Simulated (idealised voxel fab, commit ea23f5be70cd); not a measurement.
process module | voxel self aligned vias
cross-section cut | 270 nm wide | cells 5 nm
A cross-section is a grid of square cells, given in bands from the top down. A band is one or more rows of cells.
Each band's line starts with the height of the band's top and of its bottom, in nm. Then come its materials from left to right, each with its width in nm. One material with "throughout" fills the band from edge to edge. "air" is empty space.
Height 0 is the level under which the wafer as received is all one material. The lowest band goes on downwards, as in "0 down".
A width such as "30 to 40" changes by the same amount from each row of cells to the next, from the band's top row to its bottom row.
"no change" after a step means that no cell of the cross-section changed.
closed voids: empty space of 8 cells or more with no open way to the top, each as width x height at its distance from the left edge, in nm
after a step's settings: what the simulator itself notes on the step
overlay nm, on a step with a mask: how far to the right of its planned place the mask lay; to the left if negative
plan
1 op RECEIVE | material Si
2 op CONFORMAL_DEP | material SiO2 | thk nm 15
3 op CONFORMAL_DEP | material SiCN | thk nm 5
4 op DIRECTIONAL_DEP | material lowk | thk nm 30
5 op DIRECTIONAL_DEP | material aC | thk nm 10
6 op PATTERN | tone open | mask id LINES | material resist | width nm 20 | pitch nm 50 | thk nm 30 | overlay nm 0
7 op DIRECTIONAL_ETCH | etch materials aC | depth nm 10
8 op STRIP | etch materials resist
9 op DIRECTIONAL_ETCH | etch materials lowk | depth nm 30
10 op STRIP | etch materials aC
11 op CONFORMAL_DEP | material TiN | thk nm 5
12 op FILL_DEP | material Ru | thk nm 10
13 op CMP | height nm 50
14 op SELECTIVE_ETCH | etch materials W Ru TiN | depth nm 10
15 op FILL_DEP | material SiN | thk nm 5
16 op CMP | height nm 50
17 op DIRECTIONAL_DEP | material lowk | thk nm 20
18 op DIRECTIONAL_DEP | material aC | thk nm 15
19 op PATTERN | tone open | mask id VIAS | material resist | width nm 30 | pitch nm 50 | thk nm 35 | overlay nm 0
20 op DIRECTIONAL_ETCH | etch materials aC | depth nm 15
21 op STRIP | etch materials resist
22 op DIRECTIONAL_ETCH | etch materials lowk | depth nm 20
23 op DIRECTIONAL_ETCH | etch materials SiN | depth nm 10
24 op STRIP | etch materials aC
25 op CONFORMAL_DEP | material TiN | thk nm 5
26 op FILL_DEP | material W | thk nm 10
27 op CMP | height nm 70
28 op CONFORMAL_DEP | material SiN | thk nm 5
as received, after step 1
  0 down: Si throughout
  closed voids: none
first wafer at the end, as planned
  75 to 70: SiN throughout
  70 to 55: lowk 95 | TiN 5 | W 20 | TiN 5 | lowk 20 | TiN 5 | W 20 | TiN 5 | lowk 95
  55 to 45: lowk 95 to 100 | TiN 10 to 5 | W 10 | TiN 10 to 5 | lowk 20 to 30 | TiN 10 to 5 | W 10 | TiN 10 to 5 | lowk 95 to 100
  45 to 40: lowk 100 | TiN 20 | lowk 30 | TiN 20 | lowk 100
  40 to 25: lowk 100 | TiN 5 | Ru 10 | TiN 5 | lowk 30 | TiN 5 | Ru 10 | TiN 5 | lowk 100
  25 to 20: lowk 100 | TiN 20 | lowk 30 | TiN 20 | lowk 100
  20 to 15: SiCN throughout
  15 to 0: SiO2 throughout
  0 down: Si throughout
  closed voids: none
second wafer at the end: like start, like plan, one mistake
  75 to 70: SiN throughout
  70 to 55: lowk 95 | TiN 5 | W 20 | TiN 5 | lowk 20 | TiN 5 | W 20 | TiN 5 | lowk 95
  55 to 45: lowk 95 to 100 | TiN 10 to 5 | W 10 | TiN 10 to 5 | lowk 20 to 30 | TiN 10 to 5 | W 10 | TiN 10 to 5 | lowk 95 to 100
  45 to 40: lowk 100 | TiN 20 | lowk 30 | TiN 20 | lowk 100
  40 to 25: lowk 100 | TiN 5 | Ru 10 | TiN 5 | lowk 30 | TiN 5 | Ru 10 | TiN 5 | lowk 100
  25 to 20: lowk 100 | TiN 20 | lowk 30 | TiN 20 | lowk 100
  20 to 15: W throughout
  15 to 0: SiO2 throughout
  0 down: Si throughout
  closed voids: none
what went wrong: step 3 ran as: op CONFORMAL_DEP | material W | thk nm 5
at the end the second wafer has, in cells: 54 fewer of SiCN | 54 more of W
